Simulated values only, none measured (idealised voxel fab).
process module | voxel air gaps
cross-section cut | 195 nm wide | cells 5 nm
A cross-section is a grid of square cells, given in bands from the top down. A band is one or more rows of cells.
Each band's line starts with the height of the band's top and of its bottom, in nm. Then come its materials from left to right, each with its width in nm. One material with "throughout" fills the band from edge to edge. "air" is empty space.
Height 0 is the level under which the wafer as received is all one material. The lowest band goes on downwards, as in "0 down".
A width such as "30 to 40" changes by the same amount from each row of cells to the next, from the band's top row to its bottom row.
"no change" after a step means that no cell of the cross-section changed.
closed voids: empty space of 8 cells or more with no open way to the top, each as width x height at its distance from the left edge, in nm
after a step's settings: what the simulator itself notes on the step
overlay nm, on a step with a mask: how far to the right of its planned place the mask lay; to the left if negative
plan
1 op RECEIVE | material Si
2 op CONFORMAL_DEP | material SiO2 | thk nm 10
3 op CONFORMAL_DEP | material SiN | thk nm 5
4 op DIRECTIONAL_DEP | material SiO2 | thk nm 35
5 op MASKED_ETCH | tone open | mask id LINES | width nm 15 | pitch nm 40 | etch materials SiO2 | depth nm 35 | overlay nm 0
6 op CONFORMAL_DEP | material TiN | thk nm 5
7 op FILL_DEP | material W | thk nm 10
8 op CMP | height nm 50
9 op EPI | material Ru | thk nm 10
10 op SELECTIVE_ETCH | etch materials SiO2 | depth nm 45
11 op CONFORMAL_DEP | material SiN | thk nm 5
as received, after step 1
  0 down: Si throughout
  closed voids: none
first wafer at the end, as planned
  65 to 60: air 35 | SiN 125 | air 35
  60 to 50: air 35 | SiN 5 | Ru 35 | SiN 5 | Ru 35 | SiN 5 | Ru 35 | SiN 5 | air 35
  50 to 45: air 35 | SiN 15 | TiN 5 | W 5 | TiN 5 | SiN 25 | TiN 5 | W 5 | TiN 5 | SiN 25 | TiN 5 | W 5 | TiN 5 | SiN 15 | air 35
  45 to 20: air 45 | SiN 5 | TiN 5 | W 5 | TiN 5 | SiN 5 | air 15 | SiN 5 | TiN 5 | W 5 | TiN 5 | SiN 5 | air 15 | SiN 5 | TiN 5 | W 5 | TiN 5 | SiN 5 | air 45
  20 to 15: SiN 50 | TiN 15 | SiN 25 | TiN 15 | SiN 25 | TiN 15 | SiN 50
  15 to 10: SiN throughout
  10 to 0: SiO2 throughout
  0 down: Si throughout
  closed voids: 15 x 25 at 70; 15 x 25 at 110
second wafer at the end: like start, like plan, one mistake
  55 to 45: SiN throughout
  45 to 0: SiO2 throughout
  0 down: Si throughout
  closed voids: none
what went wrong: steps 3 and 4 were swapped
at the end the second wafer has, in cells: 42 fewer of Ru | 70 fewer of SiN | 273 more of SiO2 | 45 fewer of TiN | 18 fewer of W
closed voids at the end (first wafer, second wafer): 2, 0
